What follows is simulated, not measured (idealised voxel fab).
process module | voxel plated lines
cross-section cut | 295 nm wide | cells 5 nm
A cross-section is a grid of square cells, given in bands from the top down. A band is one or more rows of cells.
Each band's line starts with the height of the band's top and of its bottom, in nm. Then come its materials from left to right, each with its width in nm. One material with "throughout" fills the band from edge to edge. "air" is empty space.
Height 0 is the level under which the wafer as received is all one material. The lowest band goes on downwards, as in "0 down".
A width such as "30 to 40" changes by the same amount from each row of cells to the next, from the band's top row to its bottom row.
"no change" after a step means that no cell of the cross-section changed.
closed voids: empty space of 8 cells or more with no open way to the top, each as width x height at its distance from the left edge, in nm
after a step's settings: what the simulator itself notes on the step
overlay nm, on a step with a mask: how far to the right of its planned place the mask lay; to the left if negative
plan
1 op RECEIVE | material Si
2 op CONFORMAL_DEP | material Al2O3 | thk nm 10
3 op DIRECTIONAL_DEP | material TiN | thk nm 5
4 op PATTERN | tone open | mask id LINES | material resist | width nm 30 | pitch nm 60 | thk nm 20 | overlay nm 0
5 op EPI | material Ru | thk nm 10
6 op STRIP | etch materials resist
7 op DIRECTIONAL_ETCH | etch materials TiN | depth nm 5
8 op CONFORMAL_DEP | material SiN | thk nm 10
varied across the wafers: thk nm of step 3. The plan shows the first wafer's value. All wafers start alike
first wafer as received, after step 1
  0 down: Si throughout
  closed voids: none
first wafer at the end, after step 8
  35 to 25: air 60 | SiN 50 | air 10 | SiN 50 | air 10 | SiN 50 | air 65
  25 to 20: air 60 | SiN 10 | Ru 30 | SiN 10 | air 10 | SiN 10 | Ru 30 | SiN 10 | air 10 | SiN 10 | Ru 30 | SiN 10 | air 65
  20 to 15: SiN 70 | Ru 30 | SiN 30 | Ru 30 | SiN 30 | Ru 30 | SiN 75
  15 to 10: SiN 70 | TiN 30 | SiN 30 | TiN 30 | SiN 30 | TiN 30 | SiN 75
  10 to 0: Al2O3 throughout
  0 down: Si throughout
  closed voids: none
last wafer at the end
  50 to 40: air 60 | SiN 50 | air 10 | SiN 50 | air 10 | SiN 50 | air 65
  40 to 35: air 60 | SiN 10 | Ru 30 | SiN 10 | air 10 | SiN 10 | Ru 30 | SiN 10 | air 10 | SiN 10 | Ru 30 | SiN 10 | air 65
  35 to 30: SiN 70 | Ru 30 | SiN 30 | Ru 30 | SiN 30 | Ru 30 | SiN 75
  30 to 25: SiN 70 | TiN 30 | SiN 30 | TiN 30 | SiN 30 | TiN 30 | SiN 75
  25 to 10: TiN throughout
  10 to 0: Al2O3 throughout
  0 down: Si throughout
  closed voids: none
each wafer at the end: cells of each material gained (+) or lost (-) since it was received, then its closed voids
thk nm 5 | +118 Al2O3 | +36 Ru | +154 SiN | +18 TiN | closed voids: none
thk nm 10 | +118 Al2O3 | +36 Ru | +154 SiN | +77 TiN | closed voids: none
thk nm 15 | +118 Al2O3 | +36 Ru | +154 SiN | +136 TiN | closed voids: none
thk nm 20 | +118 Al2O3 | +36 Ru | +154 SiN | +195 TiN | closed voids: none
